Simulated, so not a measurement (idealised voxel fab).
process module | voxel wiring stack
cross-section cut | 195 nm wide | cells 5 nm
A cross-section is a grid of square cells, given in bands from the top down. A band is one or more rows of cells.
Each band's line starts with the height of the band's top and of its bottom, in nm. Then come its materials from left to right, each with its width in nm. One material with "throughout" fills the band from edge to edge. "air" is empty space.
Height 0 is the level under which the wafer as received is all one material. The lowest band goes on downwards, as in "0 down".
A width such as "30 to 40" changes by the same amount from each row of cells to the next, from the band's top row to its bottom row.
"no change" after a step means that no cell of the cross-section changed.
closed voids: empty space of 8 cells or more with no open way to the top, each as width x height at its distance from the left edge, in nm
after a step's settings: what the simulator itself notes on the step
overlay nm, on a step with a mask: how far to the right of its planned place the mask lay; to the left if negative
plan
1 op RECEIVE | material Si
2 op CONFORMAL_DEP | material SiO2 | thk nm 10
3 op DIRECTIONAL_DEP | material TiN | thk nm 5
4 op DIRECTIONAL_DEP | material W | thk nm 20
5 op DIRECTIONAL_DEP | material aC | thk nm 10
6 op PATTERN | tone cover | mask id METAL_1 | material resist | width nm 25 | pitch nm 50 | thk nm 25 | overlay nm 0
7 op DIRECTIONAL_ETCH | etch materials aC | depth nm 10
8 op STRIP | etch materials resist
9 op DIRECTIONAL_ETCH | etch materials W | depth nm 20
10 op DIRECTIONAL_ETCH | etch materials TiN | depth nm 5
11 op STRIP | etch materials aC
12 op FILL_DEP | material lowk | thk nm 5
13 op CMP | height nm 35
14 op CONFORMAL_DEP | material SiCN | thk nm 5
15 op DIRECTIONAL_DEP | material lowk | thk nm 10
16 op MASKED_ETCH | tone open | mask id PLUG_1 | width nm 15 | etch materials lowk | depth nm 10 | overlay nm 0
17 op MASKED_ETCH | tone open | mask id PLUG_1 | width nm 15 | etch materials SiCN | depth nm 5 | overlay nm 0
18 op CONFORMAL_DEP | material TiN | thk nm 5
19 op FILL_DEP | material W | thk nm 5
20 op CMP | height nm 50
21 op DIRECTIONAL_DEP | material TiN | thk nm 5
22 op DIRECTIONAL_DEP | material W | thk nm 20
23 op PATTERN | tone cover | mask id METAL_2 | material resist | width nm 25 | pitch nm 50 | thk nm 15 | overlay nm 0
24 op DIRECTIONAL_ETCH | etch materials W | depth nm 20
25 op DIRECTIONAL_ETCH | etch materials TiN | depth nm 5
26 op STRIP | etch materials resist
27 op CONFORMAL_DEP | material SiCN | thk nm 5
28 op FILL_DEP | material lowk | thk nm 10
29 op CMP | height nm 75
30 op CONFORMAL_DEP | material SiN | thk nm 5
as received, after step 1
  0 down: Si throughout
  closed voids: none
first wafer at the end, as planned
  80 to 75: SiN throughout
  75 to 55: lowk 55 | SiCN 5 | W 25 | SiCN 5 | lowk 15 | SiCN 5 | W 25 | SiCN 5 | lowk 55
  55 to 50: SiCN 60 | TiN 25 | SiCN 25 | TiN 25 | SiCN 60
  50 to 40: lowk 60 | TiN 5 | W 5 | TiN 5 | lowk 120
  40 to 35: SiCN 60 | TiN 15 | SiCN 120
  35 to 15: lowk 60 | W 25 | lowk 25 | W 25 | lowk 60
  15 to 10: lowk 60 | TiN 25 | lowk 25 | TiN 25 | lowk 60
  10 to 0: SiO2 throughout
  0 down: Si throughout
  closed voids: none
second wafer at the end: like start, like plan, one mistake
  80 to 75: SiN throughout
  75 to 55: lowk 60 | SiCN 5 | W 25 | SiCN 5 | lowk 15 | SiCN 5 | W 25 | SiCN 5 | lowk 50
  55 to 50: SiCN 65 | TiN 25 | SiCN 25 | TiN 25 | SiCN 55
  50 to 40: lowk 60 | TiN 5 | W 5 | TiN 5 | lowk 120
  40 to 35: SiCN 60 | TiN 15 | SiCN 120
  35 to 15: lowk 60 | W 25 | lowk 25 | W 25 | lowk 60
  15 to 10: lowk 60 | TiN 25 | lowk 25 | TiN 25 | lowk 60
  10 to 0: SiO2 throughout
  0 down: Si throughout
  closed voids: none
what went wrong: step 23 ran as: op PATTERN | tone cover | mask id METAL_2 | material resist | width nm 25 | pitch nm 50 | thk nm 15 | overlay nm 5
at the end the second wafer has, in cells: as many of each material as the first, in other places
